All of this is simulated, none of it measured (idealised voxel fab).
The following process module bears the name voxel wiring stack.
Square cell edge 5 nm, section width 195 nm, ID cut.
How to read a cross-section here: the picture is a grid of square cells, written as bands going from the top down, and any band can span one or more rows of cells.
Basically the band line says how high the top is and how high the bottom is, in nm, and then what's in it from left to right, every material with its width in nm. Empty space shows up as "air", and if a single material carries "edge to edge" it runs the full band edge to edge.
The level at which height equals 0 is the one under which the wafer, as it arrives, is entirely one material. No lower edge exists for the bottom band, which continues downward and is notated as in "0 and below".
Think of "30..40" as a width that walks from the first number to the second as you go down the band, top row to bottom row, taking equal-sized steps from row to row.
"nothing was modified" -> step changed no cross-section cell.
"Closed void table" lists enclosed empty spaces (at least 8 cells, no open path upward to the top), each as width x height at distance from the left edge, in nm.
What comes after the settings on a step's line is commentary from the simulator itself on that step.
"overlay nm" answers the question of how far to the right of plan the mask lay on a step that has a mask, and when it is negative the answer is to the left.
Pairs, read this way: before one process step on the one hand, after it on the other, the after cross-section ending at the lowest band that changed; the step between, settings included, beneath. Same starting wafer throughout, but possibly different runs of this module, so no pair continues from the pair above unless its entry headed "Ahead of processing" says so.
Ahead of processing
- 75 down to 65 = Ru edge to edge
- 65 down to 60 = TiN 20, then Ru 5, then TiN 40, then Ru 5, then TiN 40, then Ru 5, then TiN 40, then Ru 5, then TiN 35
- 60 down to 40 = lowk 15, then TiN 5, then Ru 5, then TiN 5, then lowk 30, then TiN 5, then Ru 5, then TiN 5, then lowk 30, then TiN 5, then Ru 5, then TiN 5, then lowk 30, then TiN 5, then Ru 5, then TiN 5, then lowk 30
- 40 down to 35 = SiCN 15, then TiN 15, then SiCN 30, then TiN 15, then SiCN 30, then TiN 15, then SiCN 30, then TiN 15, then SiCN 30
- 35 down to 25 = lowk edge to edge
- 25 down to 5 = lowk 15, then Ru 30, then lowk 15, then Ru 30, then lowk 15, then Ru 30, then lowk 15, then Ru 30, then lowk 15
- 5 down to 0 = lowk 15, then TiN 30, then lowk 15, then TiN 30, then lowk 15, then TiN 30, then lowk 15, then TiN 30, then lowk 15
- 0 and below = Si edge to edge
- Closed void table: none
Post-Step Geometry
- 60 down to 40 = lowk 15, then TiN 5, then Ru 5, then TiN 5, then lowk 30, then TiN 5, then Ru 5, then TiN 5, then lowk 30, then TiN 5, then Ru 5, then TiN 5, then lowk 30, then TiN 5, then Ru 5, then TiN 5, then lowk 30
- Under 40: no change, same as before.
- Closed void table: none
So what happens between those two cross-sections up there? op CMP | height nm 60
Ahead of processing: The prior state of this step coincides with the post-step cross-section of the pair just above.
Post-Step Geometry
- 65 down to 60 = TiN edge to edge
- Under 60: no change, same as before.
- Closed void table: none
So what happens between those two cross-sections up there? op DIRECTIONAL_DEP | material TiN | thk nm 5
Ahead of processing: The prior state of this step coincides with the post-step cross-section of the pair just above.
Post-Step Geometry
- 80 down to 65 = W edge to edge
- Under 65: no change, same as before.
- Closed void table: none
So what happens between those two cross-sections up there? op DIRECTIONAL_DEP | material W | thk nm 15
Ahead of processing: The prior state of this step coincides with the post-step cross-section of the pair just above.
Post-Step Geometry
- 95 down to 80 = air 15, then resist 30, then air 15, then resist 30, then air 15, then resist 30, then air 15, then resist 30, then air 15
- Under 80: no change, same as before.
- Closed void table: none
So what happens between those two cross-sections up there? op PATTERN | tone cover | mask id METAL_2 | material resist | width nm 30 | pitch nm 45 | thk nm 15 | overlay nm 0
Ahead of processing: The prior state of this step coincides with the post-step cross-section of the pair just above.
Post-Step Geometry
- 95 down to 80 = air 15, then resist 30, then air 15, then resist 30, then air 15, then resist 30, then air 15, then resist 30, then air 15
- 80 down to 65 = air 15, then W 30, then air 15, then W 30, then air 15, then W 30, then air 15, then W 30, then air 15
- Under 65: no change, same as before.
- Closed void table: none
So what happens between those two cross-sections up there? op DIRECTIONAL_ETCH | etch materials W | depth nm 15
Ahead of processing: The prior state of this step coincides with the post-step cross-section of the pair just above.
Post-Step Geometry
- 95 down to 80 = air 15, then resist 30, then air 15, then resist 30, then air 15, then resist 30, then air 15, then resist 30, then air 15
- 80 down to 65 = air 15, then W 30, then air 15, then W 30, then air 15, then W 30, then air 15, then W 30, then air 15
- 65 down to 60 = air 15, then TiN 30, then air 15, then TiN 30, then air 15, then TiN 30, then air 15, then TiN 30, then air 15
- Under 60: no change, same as before.
- Closed void table: none
So what happens between those two cross-sections up there? op DIRECTIONAL_ETCH | etch materials TiN | depth nm 5
Ahead of processing: The prior state of this step coincides with the post-step cross-section of the pair just above.
Post-Step Geometry
- 80 down to 65 = air 15, then W 30, then air 15, then W 30, then air 15, then W 30, then air 15, then W 30, then air 15
- Under 65: no change, same as before.
- Closed void table: none
So what happens between those two cross-sections up there? op STRIP | etch materials resist
Ahead of processing: The prior state of this step coincides with the post-step cross-section of the pair just above.
Post-Step Geometry
- 90 down to 80 = lowk edge to edge
- 80 down to 65 = lowk 15, then W 30, then lowk 15, then W 30, then lowk 15, then W 30, then lowk 15, then W 30, then lowk 15
- 65 down to 60 = lowk 15, then TiN 30, then lowk 15, then TiN 30, then lowk 15, then TiN 30, then lowk 15, then TiN 30, then lowk 15
- Under 60: no change, same as before.
- Closed void table: none
So what happens between those two cross-sections up there? op FILL_DEP | material lowk | thk nm 10
Ahead of processing: The prior state of this step coincides with the post-step cross-section of the pair just above.
Post-Step Geometry
- 80 down to 65 = lowk 15, then W 30, then lowk 15, then W 30, then lowk 15, then W 30, then lowk 15, then W 30, then lowk 15
- Under 65: no change, same as before.
- Closed void table: none
So what happens between those two cross-sections up there? op CMP | height nm 80
Ahead of processing: The prior state of this step coincides with the post-step cross-section of the pair just above.
Post-Step Geometry
- 85 down to 80 = SiCN edge to edge
- Under 80: no change, same as before.
- Closed void table: none
So what happens between those two cross-sections up there? op CONFORMAL_DEP | material SiCN | thk nm 5
Ahead of processing: The prior state of this step coincides with the post-step cross-section of the pair just above.
Post-Step Geometry
- 120 down to 85 = SiO2 edge to edge
- Under 85: no change, same as before.
- Closed void table: none
So what happens between those two cross-sections up there? op DIRECTIONAL_DEP | material SiO2 | thk nm 35
Ahead of processing: The prior state of this step coincides with the post-step cross-section of the pair just above.
Post-Step Geometry
- 130 down to 120 = aC edge to edge
- Under 120: no change, same as before.
- Closed void table: none
So what happens between those two cross-sections up there? op DIRECTIONAL_DEP | material aC | thk nm 10
Ahead of processing: The prior state of this step coincides with the post-step cross-section of the pair just above.
Post-Step Geometry
- 160 down to 130 = resist 15, then air 30, then resist 15, then air 30, then resist 15, then air 30, then resist 15, then air 30, then resist 15
- Under 130: no change, same as before.
- Closed void table: none
So what happens between those two cross-sections up there? op PATTERN | tone open | mask id METAL_3 | material resist | width nm 30 | pitch nm 45 | thk nm 30 | overlay nm 0
Ahead of processing: The prior state of this step coincides with the post-step cross-section of the pair just above.
Post-Step Geometry
- 150 down to 130 = resist 15, then air 30, then resist 15, then air 30, then resist 15, then air 30, then resist 15, then air 30, then resist 15
- 130 down to 120 = aC 15, then air 30, then aC 15, then air 30, then aC 15, then air 30, then aC 15, then air 30, then aC 15
- Under 120: no change, same as before.
- Closed void table: none
So what happens between those two cross-sections up there? op DIRECTIONAL_ETCH | etch materials aC | depth nm 10
Ahead of processing: The prior state of this step coincides with the post-step cross-section of the pair just above.
Post-Step Geometry
- 130 down to 120 = aC 15, then air 30, then aC 15, then air 30, then aC 15, then air 30, then aC 15, then air 30, then aC 15
- Under 120: no change, same as before.
- Closed void table: none
So what happens between those two cross-sections up there? op STRIP | etch materials resist
Ahead of processing: The prior state of this step coincides with the post-step cross-section of the pair just above.
Post-Step Geometry
- 130 down to 120 = aC 15, then air 30, then aC 15, then air 30, then aC 15, then air 30, then aC 15, then air 30, then aC 15
- 120 down to 100 = SiO2 15, then air 30, then SiO2 15, then air 30, then SiO2 15, then air 30, then SiO2 15, then air 30, then SiO2 15
- Under 100: no change, same as before.
- Closed void table: none
So what happens between those two cross-sections up there? op DIRECTIONAL_ETCH | etch materials SiO2 | depth nm 20
Ahead of processing: The prior state of this step coincides with the post-step cross-section of the pair just above.
Post-Step Geometry
- 120 down to 100 = SiO2 15, then air 30, then SiO2 15, then air 30, then SiO2 15, then air 30, then SiO2 15, then air 30, then SiO2 15
- Under 100: no change, same as before.
- Closed void table: none
So what happens between those two cross-sections up there? op STRIP | etch materials aC
Ahead of processing: The prior state of this step coincides with the post-step cross-section of the pair just above.
Post-Step Geometry
- 135 down to 120 = aC 15, then air 30, then aC 15, then air 30, then aC 15, then air 30, then aC 15, then air 30, then aC 15
- 120 down to 115 = SiO2 15, then air 30, then SiO2 15, then air 30, then SiO2 15, then air 30, then SiO2 15, then air 30, then SiO2 15
- 115 down to 100 = SiO2 15, then aC 30, then SiO2 15, then aC 30, then SiO2 15, then aC 30, then SiO2 15, then aC 30, then SiO2 15
- Under 100: no change, same as before.
- Closed void table: none
So what happens between those two cross-sections up there? op DIRECTIONAL_DEP | material aC | thk nm 15
Ahead of processing: The prior state of this step coincides with the post-step cross-section of the pair just above.
Post-Step Geometry
- 165 down to 135 = resist 15, then air 15, then resist 75, then air 15, then resist 75
- 135 down to 120 = aC 15, then air 15, then resist 15, then aC 15, then resist 30, then aC 15, then air 15, then resist 15, then aC 15, then resist 30, then aC 15
- 120 down to 115 = SiO2 15, then air 15, then resist 15, then SiO2 15, then resist 30, then SiO2 15, then air 15, then resist 15, then SiO2 15, then resist 30, then SiO2 15
- Under 115: no change, same as before.
- Closed void table: none
So what happens between those two cross-sections up there? op PATTERN | tone open | mask id METAL_3_HOLES | material resist | width nm 15 | pitch nm 90 | thk nm 30 | overlay nm 0
Ahead of processing: The prior state of this step coincides with the post-step cross-section of the pair just above.
Post-Step Geometry
- 150 down to 135 = resist 15, then air 15, then resist 75, then air 15, then resist 75
- 135 down to 120 = aC 15, then air 15, then resist 15, then aC 15, then resist 30, then aC 15, then air 15, then resist 15, then aC 15, then resist 30, then aC 15
- 120 down to 115 = SiO2 15, then air 15, then resist 15, then SiO2 15, then resist 30, then SiO2 15, then air 15, then resist 15, then SiO2 15, then resist 30, then SiO2 15
- 115 down to 100 = SiO2 15, then air 15, then aC 15, then SiO2 15, then aC 30, then SiO2 15, then air 15, then aC 15, then SiO2 15, then aC 30, then SiO2 15
- Under 100: no change, same as before.
- Closed void table: none
So what happens between those two cross-sections up there? op DIRECTIONAL_ETCH | etch materials aC | depth nm 15
Ahead of processing: The prior state of this step coincides with the post-step cross-section of the pair just above.
Post-Step Geometry
- 135 down to 120 = aC 15, then air 30, then aC 15, then air 30, then aC 15, then air 30, then aC 15, then air 30, then aC 15
- 120 down to 115 = SiO2 15, then air 30, then SiO2 15, then air 30, then SiO2 15, then air 30, then SiO2 15, then air 30, then SiO2 15
- Under 115: no change, same as before.
- Closed void table: none
So what happens between those two cross-sections up there? op STRIP | etch materials resist
Ahead of processing: The prior state of this step coincides with the post-step cross-section of the pair just above.
Post-Step Geometry
- 135 down to 120 = aC 15, then air 30, then aC 15, then air 30, then aC 15, then air 30, then aC 15, then air 30, then aC 15
- 120 down to 115 = SiO2 15, then air 30, then SiO2 15, then air 30, then SiO2 15, then air 30, then SiO2 15, then air 30, then SiO2 15
- 115 down to 100 = SiO2 15, then air 15, then aC 15, then SiO2 15, then aC 30, then SiO2 15, then air 15, then aC 15, then SiO2 15, then aC 30, then SiO2 15
- 100 down to 85 = SiO2 15, then air 15, then SiO2 75, then air 15, then SiO2 75
- Under 85: no change, same as before.
- Closed void table: none
So what happens between those two cross-sections up there? op DIRECTIONAL_ETCH | etch materials SiO2 | depth nm 15
Ahead of processing: The prior state of this step coincides with the post-step cross-section of the pair just above.
Post-Step Geometry
- 135 down to 120 = aC 15, then air 30, then aC 15, then air 30, then aC 15, then air 30, then aC 15, then air 30, then aC 15
- 120 down to 115 = SiO2 15, then air 30, then SiO2 15, then air 30, then SiO2 15, then air 30, then SiO2 15, then air 30, then SiO2 15
- 115 down to 100 = SiO2 15, then air 15, then aC 15, then SiO2 15, then aC 30, then SiO2 15, then air 15, then aC 15, then SiO2 15, then aC 30, then SiO2 15
- 100 down to 85 = SiO2 15, then air 15, then SiO2 75, then air 15, then SiO2 75
- 85 down to 80 = SiCN 15, then air 15, then SiCN 75, then air 15, then SiCN 75
- Under 80: no change, same as before.
- Closed void table: none
So what happens between those two cross-sections up there? op DIRECTIONAL_ETCH | etch materials SiCN | depth nm 5
Ahead of processing: The prior state of this step coincides with the post-step cross-section of the pair just above.
Post-Step Geometry
- 120 down to 100 = SiO2 15, then air 30, then SiO2 15, then air 30, then SiO2 15, then air 30, then SiO2 15, then air 30, then SiO2 15
- Under 100: no change, same as before.
- Closed void table: none
So what happens between those two cross-sections up there? op STRIP | etch materials aC
Ahead of processing: The prior state of this step coincides with the post-step cross-section of the pair just above.
Post-Step Geometry
- 125 down to 120 = TiN 20, then air 20, then TiN 25, then air 20, then TiN 25, then air 20, then TiN 25, then air 20, then TiN 20
- 120 down to 105 = SiO2 15, then TiN 5, then air 20, then TiN 5, then SiO2 15, then TiN 5, then air 20, then TiN 5, then SiO2 15, then TiN 5, then air 20, then TiN 5, then SiO2 15, then TiN 5, then air 20, then TiN 5, then SiO2 15
- 105 down to 100 = SiO2 15, then TiN 5, then air 5, then TiN 20, then SiO2 15, then TiN 30, then SiO2 15, then TiN 5, then air 5, then TiN 20, then SiO2 15, then TiN 30, then SiO2 15
- 100 down to 85 = SiO2 15, then TiN 5, then air 5, then TiN 5, then SiO2 75, then TiN 5, then air 5, then TiN 5, then SiO2 75
- 85 down to 80 = SiCN 15, then TiN 15, then SiCN 75, then TiN 15, then SiCN 75
- Under 80: no change, same as before.
- Closed void table: none
So what happens between those two cross-sections up there? op CONFORMAL_DEP | material TiN | thk nm 5
Ahead of processing: The prior state of this step coincides with the post-step cross-section of the pair just above.
Post-Step Geometry
- 130 down to 125 = Ru edge to edge
- 125 down to 120 = TiN 20, then Ru 20, then TiN 25, then Ru 20, then TiN 25, then Ru 20, then TiN 25, then Ru 20, then TiN 20
- 120 down to 105 = SiO2 15, then TiN 5, then Ru 20, then TiN 5, then SiO2 15, then TiN 5, then Ru 20, then TiN 5, then SiO2 15, then TiN 5, then Ru 20, then TiN 5, then SiO2 15, then TiN 5, then Ru 20, then TiN 5, then SiO2 15
- 105 down to 100 = SiO2 15, then TiN 5, then Ru 5, then TiN 20, then SiO2 15, then TiN 30, then SiO2 15, then TiN 5, then Ru 5, then TiN 20, then SiO2 15, then TiN 30, then SiO2 15
- 100 down to 85 = SiO2 15, then TiN 5, then Ru 5, then TiN 5, then SiO2 75, then TiN 5, then Ru 5, then TiN 5, then SiO2 75
- Under 85: no change, same as before.
- Closed void table: none
So what happens between those two cross-sections up there? op FILL_DEP | material Ru | thk nm 5
Ahead of processing: The prior state of this step coincides with the post-step cross-section of the pair just above.
Post-Step Geometry
- 120 down to 105 = SiO2 15, then TiN 5, then Ru 20, then TiN 5, then SiO2 15, then TiN 5, then Ru 20, then TiN 5, then SiO2 15, then TiN 5, then Ru 20, then TiN 5, then SiO2 15, then TiN 5, then Ru 20, then TiN 5, then SiO2 15
- Under 105: no change, same as before.
- Closed void table: none
So what happens between those two cross-sections up there? op CMP | height nm 120
Ahead of processing: The prior state of this step coincides with the post-step cross-section of the pair just above.
Post-Step Geometry
- 125 down to 120 = SiCN edge to edge
- Under 120: no change, same as before.
- Closed void table: none
So what happens between those two cross-sections up there? op CONFORMAL_DEP | material SiCN | thk nm 5
Ahead of processing
- 130 down to 120 = aC 15, then air 30, then aC 15, then air 30, then aC 15, then air 30, then aC 15, then air 30, then aC 15
- 120 down to 100 = SiO2 15, then air 30, then SiO2 15, then air 30, then SiO2 15, then air 30, then SiO2 15, then air 30, then SiO2 15
- 100 down to 85 = SiO2 edge to edge
- 85 down to 80 = SiCN edge to edge
- 80 down to 65 = lowk 15, then W 30, then lowk 15, then W 30, then lowk 15, then W 30, then lowk 15, then W 30, then lowk 15
- 65 down to 60 = lowk 15, then TiN 30, then lowk 15, then TiN 30, then lowk 15, then TiN 30, then lowk 15, then TiN 30, then lowk 15
- 60 down to 40 = lowk 15, then TiN 5, then Ru 5, then TiN 5, then lowk 30, then TiN 5, then Ru 5, then TiN 5, then lowk 30, then TiN 5, then Ru 5, then TiN 5, then lowk 30, then TiN 5, then Ru 5, then TiN 5, then lowk 30
- 40 down to 35 = SiCN 15, then TiN 15, then SiCN 30, then TiN 15, then SiCN 30, then TiN 15, then SiCN 30, then TiN 15, then SiCN 30
- 35 down to 15 = lowk 15, then Ru 30, then lowk 15, then Ru 30, then lowk 15, then Ru 30, then lowk 15, then Ru 30, then lowk 15
- 15 down to 10 = lowk 15, then TiN 30, then lowk 15, then TiN 30, then lowk 15, then TiN 30, then lowk 15, then TiN 30, then lowk 15
- 10 down to 0 = SiO2 edge to edge
- 0 and below = Si edge to edge
- Closed void table: none
Post-Step Geometry
- 130 down to 120 = aC 15, then air 30, then aC 15, then air 30, then aC 15, then air 30, then aC 15, then air 30, then aC 15
- 120 down to 85 = SiO2 15, then air 30, then SiO2 15, then air 30, then SiO2 15, then air 30, then SiO2 15, then air 30, then SiO2 15
- Under 85: no change, same as before.
- Closed void table: none
So what happens between those two cross-sections up there? op DIRECTIONAL_ETCH | etch materials SiO2 | depth nm 20
Ahead of processing: The prior state of this step coincides with the post-step cross-section of the pair just above.
Post-Step Geometry
- 120 down to 85 = SiO2 15, then air 30, then SiO2 15, then air 30, then SiO2 15, then air 30, then SiO2 15, then air 30, then SiO2 15
- Under 85: no change, same as before.
- Closed void table: none
So what happens between those two cross-sections up there? op STRIP | etch materials aC
Ahead of processing: The prior state of this step coincides with the post-step cross-section of the pair just above.
Post-Step Geometry
- 135 down to 120 = aC 15, then air 30, then aC 15, then air 30, then aC 15, then air 30, then aC 15, then air 30, then aC 15
- 120 down to 100 = SiO2 15, then air 30, then SiO2 15, then air 30, then SiO2 15, then air 30, then SiO2 15, then air 30, then SiO2 15
- 100 down to 85 = SiO2 15, then aC 30, then SiO2 15, then aC 30, then SiO2 15, then aC 30, then SiO2 15, then aC 30, then SiO2 15
- Under 85: no change, same as before.
- Closed void table: none
So what happens between those two cross-sections up there? op DIRECTIONAL_DEP | material aC | thk nm 15
Ahead of processing: The prior state of this step coincides with the post-step cross-section of the pair just above.
Post-Step Geometry
- 165 down to 135 = resist 15, then air 15, then resist 75, then air 15, then resist 75
- 135 down to 120 = aC 15, then air 15, then resist 15, then aC 15, then resist 30, then aC 15, then air 15, then resist 15, then aC 15, then resist 30, then aC 15
- 120 down to 100 = SiO2 15, then air 15, then resist 15, then SiO2 15, then resist 30, then SiO2 15, then air 15, then resist 15, then SiO2 15, then resist 30, then SiO2 15
- Under 100: no change, same as before.
- Closed void table: none
So what happens between those two cross-sections up there? op PATTERN | tone open | mask id METAL_3_HOLES | material resist | width nm 15 | pitch nm 90 | thk nm 30 | overlay nm 0
Ahead of processing: The prior state of this step coincides with the post-step cross-section of the pair just above.
Post-Step Geometry
- 150 down to 135 = resist 15, then air 15, then resist 75, then air 15, then resist 75
- 135 down to 120 = aC 15, then air 15, then resist 15, then aC 15, then resist 30, then aC 15, then air 15, then resist 15, then aC 15, then resist 30, then aC 15
- 120 down to 100 = SiO2 15, then air 15, then resist 15, then SiO2 15, then resist 30, then SiO2 15, then air 15, then resist 15, then SiO2 15, then resist 30, then SiO2 15
- 100 down to 85 = SiO2 15, then air 15, then aC 15, then SiO2 15, then aC 30, then SiO2 15, then air 15, then aC 15, then SiO2 15, then aC 30, then SiO2 15
- Under 85: no change, same as before.
- Closed void table: none
So what happens between those two cross-sections up there? op DIRECTIONAL_ETCH | etch materials aC | depth nm 15
Ahead of processing: The prior state of this step coincides with the post-step cross-section of the pair just above.
Post-Step Geometry
- 135 down to 120 = aC 15, then air 30, then aC 15, then air 30, then aC 15, then air 30, then aC 15, then air 30, then aC 15
- 120 down to 100 = SiO2 15, then air 30, then SiO2 15, then air 30, then SiO2 15, then air 30, then SiO2 15, then air 30, then SiO2 15
- Under 100: no change, same as before.
- Closed void table: none
So what happens between those two cross-sections up there? op STRIP | etch materials resist
Ahead of processing: The prior state of this step coincides with the post-step cross-section of the pair just above.
Post-Step Geometry
- 135 down to 120 = aC 15, then air 30, then aC 15, then air 30, then aC 15, then air 30, then aC 15, then air 30, then aC 15
- 120 down to 100 = SiO2 15, then air 30, then SiO2 15, then air 30, then SiO2 15, then air 30, then SiO2 15, then air 30, then SiO2 15
- 100 down to 85 = SiO2 15, then air 15, then aC 15, then SiO2 15, then aC 30, then SiO2 15, then air 15, then aC 15, then SiO2 15, then aC 30, then SiO2 15
- 85 down to 80 = SiCN 15, then air 15, then SiCN 75, then air 15, then SiCN 75
- Under 80: no change, same as before.
- Closed void table: none
So what happens between those two cross-sections up there? op DIRECTIONAL_ETCH | etch materials SiCN | depth nm 5
Ahead of processing: The prior state of this step coincides with the post-step cross-section of the pair just above.
Post-Step Geometry
- 120 down to 85 = SiO2 15, then air 30, then SiO2 15, then air 30, then SiO2 15, then air 30, then SiO2 15, then air 30, then SiO2 15
- Under 85: no change, same as before.
- Closed void table: none
So what happens between those two cross-sections up there? op STRIP | etch materials aC
Ahead of processing: The prior state of this step coincides with the post-step cross-section of the pair just above.
Post-Step Geometry
- 125 down to 120 = TiN 20, then air 20, then TiN 25, then air 20, then TiN 25, then air 20, then TiN 25, then air 20, then TiN 20
- 120 down to 90 = SiO2 15, then TiN 5, then air 20, then TiN 5, then SiO2 15, then TiN 5, then air 20, then TiN 5, then SiO2 15, then TiN 5, then air 20, then TiN 5, then SiO2 15, then TiN 5, then air 20, then TiN 5, then SiO2 15
- 90 down to 85 = SiO2 15, then TiN 5, then air 5, then TiN 20, then SiO2 15, then TiN 30, then SiO2 15, then TiN 5, then air 5, then TiN 20, then SiO2 15, then TiN 30, then SiO2 15
- 85 down to 80 = SiCN 15, then TiN 15, then SiCN 75, then TiN 15, then SiCN 75
- Under 80: no change, same as before.
- Closed void table: none
So what happens between those two cross-sections up there? op CONFORMAL_DEP | material TiN | thk nm 5
Ahead of processing: The prior state of this step coincides with the post-step cross-section of the pair just above.
Post-Step Geometry
- 130 down to 125 = Ru edge to edge
- 125 down to 120 = TiN 20, then Ru 20, then TiN 25, then Ru 20, then TiN 25, then Ru 20, then TiN 25, then Ru 20, then TiN 20
- 120 down to 90 = SiO2 15, then TiN 5, then Ru 20, then TiN 5, then SiO2 15, then TiN 5, then Ru 20, then TiN 5, then SiO2 15, then TiN 5, then Ru 20, then TiN 5, then SiO2 15, then TiN 5, then Ru 20, then TiN 5, then SiO2 15
- 90 down to 85 = SiO2 15, then TiN 5, then Ru 5, then TiN 20, then SiO2 15, then TiN 30, then SiO2 15, then TiN 5, then Ru 5, then TiN 20, then SiO2 15, then TiN 30, then SiO2 15
- Under 85: no change, same as before.
- Closed void table: none
So what happens between those two cross-sections up there? op FILL_DEP | material Ru | thk nm 5
Ahead of processing: The prior state of this step coincides with the post-step cross-section of the pair just above.
Post-Step Geometry
- 120 down to 90 = SiO2 15, then TiN 5, then Ru 20, then TiN 5, then SiO2 15, then TiN 5, then Ru 20, then TiN 5, then SiO2 15, then TiN 5, then Ru 20, then TiN 5, then SiO2 15, then TiN 5, then Ru 20, then TiN 5, then SiO2 15
- Under 90: no change, same as before.
- Closed void table: none
So what happens between those two cross-sections up there? op CMP | height nm 120
Ahead of processing: The prior state of this step coincides with the post-step cross-section of the pair just above.
Post-Step Geometry
- 125 down to 120 = SiCN edge to edge
- Under 120: no change, same as before.
- Closed void table: none
So what happens between those two cross-sections up there? op CONFORMAL_DEP | material SiCN | thk nm 5
Ahead of processing
- 5 down to 0 = TiN edge to edge
- 0 and below = Si edge to edge
- Closed void table: none
Post-Step Geometry
- 15 down to 5 = SiO2 edge to edge
- Under 5: no change, same as before.
- Closed void table: none
So what happens between those two cross-sections up there? op CONFORMAL_DEP | material SiO2 | thk nm 10
Ahead of processing: The prior state of this step coincides with the post-step cross-section of the pair just above.
Post-Step Geometry
- 35 down to 15 = Ru edge to edge
- Under 15: no change, same as before.
- Closed void table: none
So what happens between those two cross-sections up there? op DIRECTIONAL_DEP | material Ru | thk nm 20
Ahead of processing: The prior state of this step coincides with the post-step cross-section of the pair just above.
Post-Step Geometry
- 50 down to 35 = air 15, then resist 30, then air 15, then resist 30, then air 15, then resist 30, then air 15, then resist 30, then air 15
- Under 35: no change, same as before.
- Closed void table: none
So what happens between those two cross-sections up there? op PATTERN | tone cover | mask id METAL_1 | material resist | width nm 30 | pitch nm 45 | thk nm 15 | overlay nm 0
Ahead of processing: The prior state of this step coincides with the post-step cross-section of the pair just above.
Post-Step Geometry
- 50 down to 35 = air 15, then resist 30, then air 15, then resist 30, then air 15, then resist 30, then air 15, then resist 30, then air 15
- 35 down to 15 = air 15, then Ru 30, then air 15, then Ru 30, then air 15, then Ru 30, then air 15, then Ru 30, then air 15
- Under 15: no change, same as before.
- Closed void table: none
So what happens between those two cross-sections up there? op DIRECTIONAL_ETCH | etch materials Ru | depth nm 20
Ahead of processing: The prior state of this step coincides with the post-step cross-section of the pair just above.
Post-Step Geometry
- 35 down to 15 = air 15, then Ru 30, then air 15, then Ru 30, then air 15, then Ru 30, then air 15, then Ru 30, then air 15
- Under 15: no change, same as before.
- Closed void table: none
So what happens between those two cross-sections up there? op STRIP | etch materials resist
Ahead of processing: The prior state of this step coincides with the post-step cross-section of the pair just above.
Post-Step Geometry
- 45 down to 35 = lowk edge to edge
- 35 down to 15 = lowk 15, then Ru 30, then lowk 15, then Ru 30, then lowk 15, then Ru 30, then lowk 15, then Ru 30, then lowk 15
- Under 15: no change, same as before.
- Closed void table: none
So what happens between those two cross-sections up there? op FILL_DEP | material lowk | thk nm 10
Ahead of processing: The prior state of this step coincides with the post-step cross-section of the pair just above.
Post-Step Geometry
- 35 down to 15 = lowk 15, then Ru 30, then lowk 15, then Ru 30, then lowk 15, then Ru 30, then lowk 15, then Ru 30, then lowk 15
- Under 15: no change, same as before.
- Closed void table: none
So what happens between those two cross-sections up there? op CMP | height nm 35
Ahead of processing: The prior state of this step coincides with the post-step cross-section of the pair just above.
Post-Step Geometry
- 40 down to 35 = SiCN edge to edge
- Under 35: no change, same as before.
- Closed void table: none
So what happens between those two cross-sections up there? op CONFORMAL_DEP | material SiCN | thk nm 5
Ahead of processing: The prior state of this step coincides with the post-step cross-section of the pair just above.
Post-Step Geometry
- 60 down to 40 = lowk edge to edge
- Under 40: no change, same as before.
- Closed void table: none
So what happens between those two cross-sections up there? op DIRECTIONAL_DEP | material lowk | thk nm 20
Ahead of processing: The prior state of this step coincides with the post-step cross-section of the pair just above.
Post-Step Geometry
- 75 down to 60 = aC edge to edge
- Under 60: no change, same as before.
- Closed void table: none
So what happens between those two cross-sections up there? op DIRECTIONAL_DEP | material aC | thk nm 15
Ahead of processing: The prior state of this step coincides with the post-step cross-section of the pair just above.
Post-Step Geometry
- 110 down to 75 = resist 15, then air 15, then resist 30, then air 15, then resist 30, then air 15, then resist 30, then air 15, then resist 30
- Under 75: no change, same as before.
- Closed void table: none
So what happens between those two cross-sections up there? op PATTERN | tone open | mask id PLUG_1 | material resist | width nm 15 | pitch nm 45 | thk nm 35 | overlay nm 0
Ahead of processing: The prior state of this step coincides with the post-step cross-section of the pair just above.
Post-Step Geometry
- 95 down to 75 = resist 15, then air 15, then resist 30, then air 15, then resist 30, then air 15, then resist 30, then air 15, then resist 30
- 75 down to 60 = aC 15, then air 15, then aC 30, then air 15, then aC 30, then air 15, then aC 30, then air 15, then aC 30
- Under 60: no change, same as before.
- Closed void table: none
So what happens between those two cross-sections up there? op DIRECTIONAL_ETCH | etch materials aC | depth nm 15
Ahead of processing: The prior state of this step coincides with the post-step cross-section of the pair just above.
Post-Step Geometry
- 75 down to 60 = aC 15, then air 15, then aC 30, then air 15, then aC 30, then air 15, then aC 30, then air 15, then aC 30
- Under 60: no change, same as before.
- Closed void table: none
So what happens between those two cross-sections up there? op STRIP | etch materials resist
Ahead of processing: The prior state of this step coincides with the post-step cross-section of the pair just above.
Post-Step Geometry
- 75 down to 60 = aC 15, then air 15, then aC 30, then air 15, then aC 30, then air 15, then aC 30, then air 15, then aC 30
- 60 down to 40 = lowk 15, then air 15, then lowk 30, then air 15, then lowk 30, then air 15, then lowk 30, then air 15, then lowk 30
- Under 40: no change, same as before.
- Closed void table: none
So what happens between those two cross-sections up there? op DIRECTIONAL_ETCH | etch materials lowk | depth nm 20
Ahead of processing: The prior state of this step coincides with the post-step cross-section of the pair just above.
Post-Step Geometry
- 75 down to 60 = aC 15, then air 15, then aC 30, then air 15, then aC 30, then air 15, then aC 30, then air 15, then aC 30
- 60 down to 40 = lowk 15, then air 15, then lowk 30, then air 15, then lowk 30, then air 15, then lowk 30, then air 15, then lowk 30
- 40 down to 35 = SiCN 15, then air 15, then SiCN 30, then air 15, then SiCN 30, then air 15, then SiCN 30, then air 15, then SiCN 30
- Under 35: no change, same as before.
- Closed void table: none
So what happens between those two cross-sections up there? op DIRECTIONAL_ETCH | etch materials SiCN | depth nm 5
Ahead of processing: The prior state of this step coincides with the post-step cross-section of the pair just above.
Post-Step Geometry
- 60 down to 40 = lowk 15, then air 15, then lowk 30, then air 15, then lowk 30, then air 15, then lowk 30, then air 15, then lowk 30
- Under 40: no change, same as before.
- Closed void table: none
So what happens between those two cross-sections up there? op STRIP | etch materials aC
Ahead of processing: The prior state of this step coincides with the post-step cross-section of the pair just above.
Post-Step Geometry
- 65 down to 60 = TiN 20, then air 5, then TiN 40, then air 5, then TiN 40, then air 5, then TiN 40, then air 5, then TiN 35
- 60 down to 40 = lowk 15, then TiN 5, then air 5, then TiN 5, then lowk 30, then TiN 5, then air 5, then TiN 5, then lowk 30, then TiN 5, then air 5, then TiN 5, then lowk 30, then TiN 5, then air 5, then TiN 5, then lowk 30
- 40 down to 35 = SiCN 15, then TiN 15, then SiCN 30, then TiN 15, then SiCN 30, then TiN 15, then SiCN 30, then TiN 15, then SiCN 30
- Under 35: no change, same as before.
- Closed void table: none
So what happens between those two cross-sections up there? op CONFORMAL_DEP | material TiN | thk nm 5
